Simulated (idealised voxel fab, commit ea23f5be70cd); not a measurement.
The following process module bears the name voxel self aligned vias.
Section cut is 230 nm wide and gridded with 5 nm square cells.
The cross-sections in this document take the form of a grid made of square cells. They are written out as bands, in order from top to bottom. Each band consists of one or more rows of cells. First you get the band's top height and its bottom height, in nm, and then the materials it's made of, left to right, with each width in nm. If you see a single material with "edge to edge", that one covers the band edge to edge. "empty" is empty space. Below 0: as-received wafer, all one material; heights counted from there. Lowest band: no bottom, goes on down, written "0 -> down". So if you see something like "30 to 40" for the width, read it as the top row of the band sitting at the first number and the bottom row at the second, with every row in between moving by the same amount as the last. No cell of the cross-section changed in a step that is given as "everything unchanged". Entry "Closed void register" = empty spaces >= 8 cells with no open way to the top; each as width x height at distance, distance from left edge, all nm. What comes after the settings on a step's line is commentary from the simulator itself on that step. "overlay nm" on a masked step: distance the mask lay right of its planned place, negative for left.

-- Steps planned for the process
1) op RECEIVE | material Si
2) op CONFORMAL_DEP | material SiO2 | thk nm 15
3) op CONFORMAL_DEP | material SiCN | thk nm 5
4) op DIRECTIONAL_DEP | material lowk | thk nm 20
5) op MASKED_ETCH | tone open | mask id LINES | width nm 30 | pitch nm 55 | etch materials lowk | depth nm 20 | overlay nm 0
6) op CONFORMAL_DEP | material TiN | thk nm 5
7) op FILL_DEP | material W | thk nm 10
8) op CMP | height nm 40
9) op SELECTIVE_ETCH | etch materials W Ru TiN | depth nm 5
10) op FILL_DEP | material SiN | thk nm 10
11) op CMP | height nm 40
12) op DIRECTIONAL_DEP | material lowk | thk nm 20
13) op DIRECTIONAL_DEP | material aC | thk nm 15
14) op PATTERN | tone open | mask id VIAS | material resist | width nm 40 | thk nm 30 | overlay nm 0
15) op DIRECTIONAL_ETCH | etch materials aC | depth nm 15
16) op STRIP | etch materials resist
17) op DIRECTIONAL_ETCH | etch materials lowk | depth nm 20
18) op DIRECTIONAL_ETCH | etch materials SiN | depth nm 5
19) op STRIP | etch materials aC
20) op CONFORMAL_DEP | material TiN | thk nm 5
21) op FILL_DEP | material W | thk nm 10
22) op CMP | height nm 60
23) op CONFORMAL_DEP | material SiN | thk nm 5

-- Cross-section: wafer on arrival = after step 1
  0 -> down  Si edge to edge
  Closed void register: none

-- As-planned run: cross-section of the first of two wafers at end of module
  65 -> 60  SiN edge to edge
  60 -> 45  65 of lowk / 5 of TiN / 30 of W / 5 of TiN / 125 of lowk
  45 -> 40  65 of lowk / 10 of TiN / 20 of W / 10 of TiN / 125 of lowk
  40 -> 35  70 of lowk / 30 of TiN / 25 of lowk / 30 of SiN / 75 of lowk
  35 -> 25  70 of lowk / 5 of TiN / 20 of W / 5 of TiN / 25 of lowk / 5 of TiN / 20 of W / 5 of TiN / 75 of lowk
  25 -> 20  70 of lowk / 30 of TiN / 25 of lowk / 30 of TiN / 75 of lowk
  20 -> 15  SiCN edge to edge
  15 -> 0  SiO2 edge to edge
  0 -> down  Si edge to edge
  Closed void register: none

-- Cross-sectional view: second of two wafers, end of module; start and plan identical to the first, one mistake in running
  65 -> 60  SiN edge to edge
  60 -> 45  65 of lowk / 5 of TiN / 30 of W / 5 of TiN / 125 of lowk
  45 -> 40  65 of lowk / 10 of TiN / 20 of W / 10 of TiN / 125 of lowk
  40 -> 35  70 of lowk / 30 of TiN / 25 of lowk / 30 of SiN / 75 of lowk
  35 -> 30  SiCN edge to edge
  30 -> 0  SiO2 edge to edge
  0 -> down  Si edge to edge
  Closed void register: none
In executing the process, a mistake was made relative to the plan: step 2 was run twice
Wafer comparison, final, in cells, second relative to first, materials more or fewer: 138 more of SiO2; 20 fewer of TiN; 16 fewer of W; 102 fewer of lowk
